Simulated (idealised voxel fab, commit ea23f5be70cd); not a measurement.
The document below concerns the process module designated voxel gate over fins.
Section shown: cut. Width: 215 nm. Cell size: 5 nm, square.
If you're reading a cross-section in this doc, picture square cells in a grid; it comes to you as bands, top ones listed first down to the bottom, and a band can be one or more rows of cells.
A band entry consists of two parts. The first gives the height of the band's top and the height of its bottom, in nm. The rest lists the band's materials from left to right, each with its width in nm. A single material labelled with the word "everywhere" fills the band from edge to edge, and the word "air" marks empty space.
Convention: height 0 is the level below which the wafer, as received, is all one material. The lowest band does not terminate at the bottom but continues downward, represented as "0 and below".
Read "30 to 40" as a graded width: first number on top, second number at the bottom, same change between each pair of neighbouring rows.
Step note "everything unchanged" = no cross-section cell changed.
"Enclosed cavities" means: voids of 8 cells or more that are shut off from the top with no open way through. Written width x height at distance, distance from the left edge, in nm.
Note: text after step settings on the step line = simulator remark on that step.
The line of a step may include "overlay nm". On a step with a mask, this value is how far to the right of its planned place the mask lay. A negative value means the mask lay to the left.
So here's the lineup of process steps we planned:
1. RECEIVE [material Si]
2. CONFORMAL_DEP [material SiN] [thk nm 10]
3. DIRECTIONAL_DEP [material aC] [thk nm 10]
4. PATTERN [tone cover] [mask id FINS] [material resist] [width nm 15] [pitch nm 45] [thk nm 25] [overlay nm 0]
5. DIRECTIONAL_ETCH [etch materials aC] [depth nm 10]
6. STRIP [etch materials resist]
7. DIRECTIONAL_ETCH [etch materials SiN] [depth nm 10]
8. DIRECTIONAL_ETCH [etch materials Si] [depth nm 35]
9. STRIP [etch materials aC]
10. FILL_DEP [material SiO2] [thk nm 15]
11. CMP [height nm 10]
12. SELECTIVE_ETCH [etch materials SiO2] [depth nm 25]
13. STRIP [etch materials SiN]
14. CONFORMAL_DEP [material HfO2] [thk nm 5]
15. CONFORMAL_DEP [material TiN] [thk nm 5]
16. FILL_DEP [material W] [thk nm 10]
17. CMP [height nm 15]
18. CONFORMAL_DEP [material SiCN] [thk nm 10]
Received-state cross-section, reflecting completion of step 1:
  0 and below | Si everywhere
  Enclosed cavities: none
Looking at the first of two wafers in cross-section at end of module - ran to plan:
  25 down to 15 | SiCN everywhere
  15 down to 10 | W everywhere
  10 down to 5 | W 45 nm | TiN 35 nm | W 10 nm | TiN 35 nm | W 10 nm | TiN 35 nm | W 45 nm
  5 down to 0 | W 45 nm | TiN 5 nm | HfO2 25 nm | TiN 5 nm | W 10 nm | TiN 5 nm | HfO2 25 nm | TiN 5 nm | W 10 nm | TiN 5 nm | HfO2 25 nm | TiN 5 nm | W 45 nm
  0 down to -5 | W 45 nm | TiN 5 nm | HfO2 5 nm | Si 15 nm | HfO2 5 nm | TiN 5 nm | W 10 nm | TiN 5 nm | HfO2 5 nm | Si 15 nm | HfO2 5 nm | TiN 5 nm | W 10 nm | TiN 5 nm | HfO2 5 nm | Si 15 nm | HfO2 5 nm | TiN 5 nm | W 45 nm
  -5 down to -10 | TiN 50 nm | HfO2 5 nm | Si 15 nm | HfO2 5 nm | TiN 20 nm | HfO2 5 nm | Si 15 nm | HfO2 5 nm | TiN 20 nm | HfO2 5 nm | Si 15 nm | HfO2 5 nm | TiN 50 nm
  -10 down to -15 | HfO2 55 nm | Si 15 nm | HfO2 30 nm | Si 15 nm | HfO2 30 nm | Si 15 nm | HfO2 55 nm
  -15 down to -35 | SiO2 55 nm | Si 15 nm | SiO2 30 nm | Si 15 nm | SiO2 30 nm | Si 15 nm | SiO2 55 nm
  -35 and below | Si everywhere
  Enclosed cavities: none
Cross-section of the latter of the two wafers at module completion. It had an identical start and an identical plan to the former; in running it, one mistake was made:
  25 down to 15 | SiCN everywhere
  15 down to 10 | W everywhere
  10 down to 5 | TiN everywhere
  5 down to 0 | HfO2 60 nm | TiN 5 nm | HfO2 40 nm | TiN 5 nm | HfO2 40 nm | TiN 5 nm | HfO2 60 nm
  0 down to -10 | Si 55 nm | HfO2 5 nm | TiN 5 nm | HfO2 5 nm | Si 30 nm | HfO2 5 nm | TiN 5 nm | HfO2 5 nm | Si 30 nm | HfO2 5 nm | TiN 5 nm | HfO2 5 nm | Si 55 nm
  -10 down to -15 | Si 55 nm | HfO2 15 nm | Si 30 nm | HfO2 15 nm | Si 30 nm | HfO2 15 nm | Si 55 nm
  -15 down to -35 | Si 55 nm | SiO2 15 nm | Si 30 nm | SiO2 15 nm | Si 30 nm | SiO2 15 nm | Si 55 nm
  -35 and below | Si everywhere
  Enclosed cavities: none
Which mistake was made when the wafer was run? contrary to plan, step 4 was performed as PATTERN [tone open] [mask id FINS] [material resist] [width nm 15] [pitch nm 45] [thk nm 25] [overlay nm 0]
End of process, cell counts, second wafer against first, materials with more or fewer: +175 Si | -100 SiO2 | -9 TiN | -66 W
